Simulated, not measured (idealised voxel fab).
The name of this process module is voxel gate over fins.
Shown is cross-section cut, with a width of 230 nm and square cells of size 5 nm.
When this document writes out a cross-section, it uses a grid of square cells and lists it as bands, beginning at the top and moving down, with a band standing for one or more rows of cells. First you get the band's top height and its bottom height, in nm, and then the materials it's made of, left to right, with each width in nm. If you see a single material with "throughout", that one covers the band edge to edge. "air" is empty space. Convention: height 0 is the level below which the wafer, as received, is all one material. The lowest band does not terminate at the bottom but continues downward, represented as "z 0 and below". A width such as "30 to 40" changes by the same amount from each row of cells to the next, from the band's top row to its bottom row. Step note "no alteration" = no cross-section cell changed. Under "Cavities, sealed" you'll find the enclosed gaps, the ones with no way out to the top, that are 8 cells or bigger; each reads width x height at distance, with distance counted from the left edge, everything in nm. after a step's settings: what the simulator itself notes on the step. overlay nm: for a step with a mask, the amount by which the mask lay right of where it was planned; a negative amount means left of it.

Process steps (planned)
step 1: RECEIVE [material Si]
step 2: CONFORMAL_DEP [material SiN] [thk nm 5]
step 3: DIRECTIONAL_DEP [material aC] [thk nm 15]
step 4: PATTERN [tone cover] [mask id FINS] [material resist] [width nm 15] [pitch nm 45] [thk nm 30] [overlay nm 0]
step 5: DIRECTIONAL_ETCH [etch materials aC] [depth nm 15]
step 6: STRIP [etch materials resist]
step 7: DIRECTIONAL_ETCH [etch materials SiN] [depth nm 5]
step 8: DIRECTIONAL_ETCH [etch materials Si] [depth nm 40]
step 9: STRIP [etch materials aC]
step 10: OXIDIZE [depth nm 5]
step 11: FILL_DEP [material SiO2] [thk nm 15]
step 12: CMP [height nm 5]
step 13: SELECTIVE_ETCH [etch materials SiO2] [depth nm 15]
step 14: STRIP [etch materials SiN]
step 15: CONFORMAL_DEP [material HfO2] [thk nm 5]
step 16: CONFORMAL_DEP [material TiN] [thk nm 5]
step 17: CONFORMAL_DEP [material TiAl] [thk nm 5]
step 18: CONFORMAL_DEP [material TiN] [thk nm 5]
step 19: FILL_DEP [material W] [thk nm 10]
step 20: CMP [height nm 25]
step 21: CONFORMAL_DEP [material SiN] [thk nm 10]

Cross-section of the wafer at receipt, which is the condition after step 1
  z 0 and below | Si throughout
  Cavities, sealed: none

End-of-module cross-section of the first of two wafers, processed as planned
  z 35 to 25 | SiN throughout
  z 25 to 20 | W throughout
  z 20 to 15 | W: 25 | TiN: 180 | W: 25
  z 15 to 10 | W: 25 | TiN: 5 | TiAl: 35 | TiN: 10 | TiAl: 35 | TiN: 10 | TiAl: 35 | TiN: 10 | TiAl: 35 | TiN: 5 | W: 25
  z 10 to 5 | TiN: 30 | TiAl: 5 | TiN: 25 | TiAl: 5 | TiN: 10 | TiAl: 5 | TiN: 25 | TiAl: 5 | TiN: 10 | TiAl: 5 | TiN: 25 | TiAl: 5 | TiN: 10 | TiAl: 5 | TiN: 25 | TiAl: 5 | TiN: 30
  z 5 to 0 | TiAl: 35 | TiN: 5 | HfO2: 15 | TiN: 5 | TiAl: 20 | TiN: 5 | HfO2: 15 | TiN: 5 | TiAl: 20 | TiN: 5 | HfO2: 15 | TiN: 5 | TiAl: 20 | TiN: 5 | HfO2: 15 | TiN: 5 | TiAl: 35
  z 0 to -5 | TiN: 40 | HfO2: 5 | Si: 5 | HfO2: 5 | TiN: 30 | HfO2: 5 | Si: 5 | HfO2: 5 | TiN: 30 | HfO2: 5 | Si: 5 | HfO2: 5 | TiN: 30 | HfO2: 5 | Si: 5 | HfO2: 5 | TiN: 40
  z -5 to -10 | HfO2: 45 | Si: 5 | HfO2: 40 | Si: 5 | HfO2: 40 | Si: 5 | HfO2: 40 | Si: 5 | HfO2: 45
  z -10 to -45 | SiO2: 45 | Si: 5 | SiO2: 40 | Si: 5 | SiO2: 40 | Si: 5 | SiO2: 40 | Si: 5 | SiO2: 45
  z -45 and below | Si throughout
  Cavities, sealed: none

So this is wafer number two of the two, cut at the end of the module - it started where the first did and had the same plan, we just got one thing wrong running it
  z 35 to 25 | SiN throughout
  z 25 to 15 | W throughout
  z 15 to 10 | W: 30 | TiN: 35 | W: 10 | TiN: 35 | W: 10 | TiN: 35 | W: 10 | TiN: 35 | W: 30
  z 10 to 5 | W: 30 | TiN: 5 | TiAl: 25 | TiN: 5 | W: 10 | TiN: 5 | TiAl: 25 | TiN: 5 | W: 10 | TiN: 5 | TiAl: 25 | TiN: 5 | W: 10 | TiN: 5 | TiAl: 25 | TiN: 5 | W: 30
  z 5 to 0 | TiN: 35 | TiAl: 5 | HfO2: 15 | TiAl: 5 | TiN: 20 | TiAl: 5 | HfO2: 15 | TiAl: 5 | TiN: 20 | TiAl: 5 | HfO2: 15 | TiAl: 5 | TiN: 20 | TiAl: 5 | HfO2: 15 | TiAl: 5 | TiN: 35
  z 0 to -5 | TiAl: 40 | HfO2: 5 | Si: 5 | HfO2: 5 | TiAl: 30 | HfO2: 5 | Si: 5 | HfO2: 5 | TiAl: 30 | HfO2: 5 | Si: 5 | HfO2: 5 | TiAl: 30 | HfO2: 5 | Si: 5 | HfO2: 5 | TiAl: 40
  z -5 to -10 | HfO2: 45 | Si: 5 | HfO2: 40 | Si: 5 | HfO2: 40 | Si: 5 | HfO2: 40 | Si: 5 | HfO2: 45
  z -10 to -45 | SiO2: 45 | Si: 5 | SiO2: 40 | Si: 5 | SiO2: 40 | Si: 5 | SiO2: 40 | Si: 5 | SiO2: 45
  z -45 and below | Si throughout
  Cavities, sealed: none
Here's what went sideways: execution of step 16 of the plan did not take place, the step having been omitted
The final cell counts differ between the wafers, with the second having more or fewer of some materials than the first: 62 fewer of TiN; 62 more of W
